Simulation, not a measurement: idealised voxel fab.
Process module under the name voxel lift off
This is section cut - it's 300 nm across, gridded in 5 nm square cells.
If you're reading a cross-section in this doc, picture square cells in a grid; it comes to you as bands, top ones listed first down to the bottom, and a band can be one or more rows of cells.
Read a band's entry like this: the first values are the height of its top and the height of its bottom in nm, and what follows is the sequence of materials from left to right, each with its width in nm. Note that "blank" is empty space, and that a single material marked "throughout" reaches across the band from edge to edge.
We count height from 0. Below that, the starting wafer is all one material. The lowest band never ends at the bottom but goes on down; see "z 0 and below" for how that is written.
When a width is written as two numbers, as in "30 to 40", the first number is the width in the top row of cells of the band and the second is the width in its bottom row, and the width changes by the same amount from each row to the next.
Basically "left unchanged" means that step didn't change any cell in the cross-section.
Entry "Enclosed void entries". Content: empty spaces with no open connection to the top, size 8 cells or greater. Each: width x height at distance. Distance: from left edge. Unit: nm.
The remark found on a step's line after its settings is issued by the simulator itself and pertains to that step.
"overlay nm" denotes, for a step that has a mask, the displacement of the mask to the right of its planned place, with negative values corresponding to the left.

### Listed below are the process steps as planned
1,op RECEIVE | material Si
2,op CONFORMAL_DEP | material SiN | thk nm 5
3,op PATTERN | tone open | mask id LINES | material resist | width nm 25 | pitch nm 50 | thk nm 20 | overlay nm 0
4,op DIRECTIONAL_DEP | material Ru | thk nm 5
5,op STRIP | etch materials resist
6,op CONFORMAL_DEP | material SiN | thk nm 5
Don't read the plan's thk nm for step 4 as applying to every wafer: that's the first wafer's value, and the wafers differ in it, though they all start identical.

### The first of several wafers as received, shown in cross-section; this is its state after step 1
> z 0 and below: Si throughout
> Enclosed void entries: none

### Heads up, this table goes wafer by wafer. A row tells you, at the end of the module, how many cells of each material that wafer has put on (+) or dropped (-) since it was received, and then its closed voids
thk nm 5 | +15 Ru | +126 SiN | Enclosed void entries: none
thk nm 10 | +30 Ru | +132 SiN | Enclosed void entries: none
thk nm 15 | +45 Ru | +138 SiN | Enclosed void entries: none
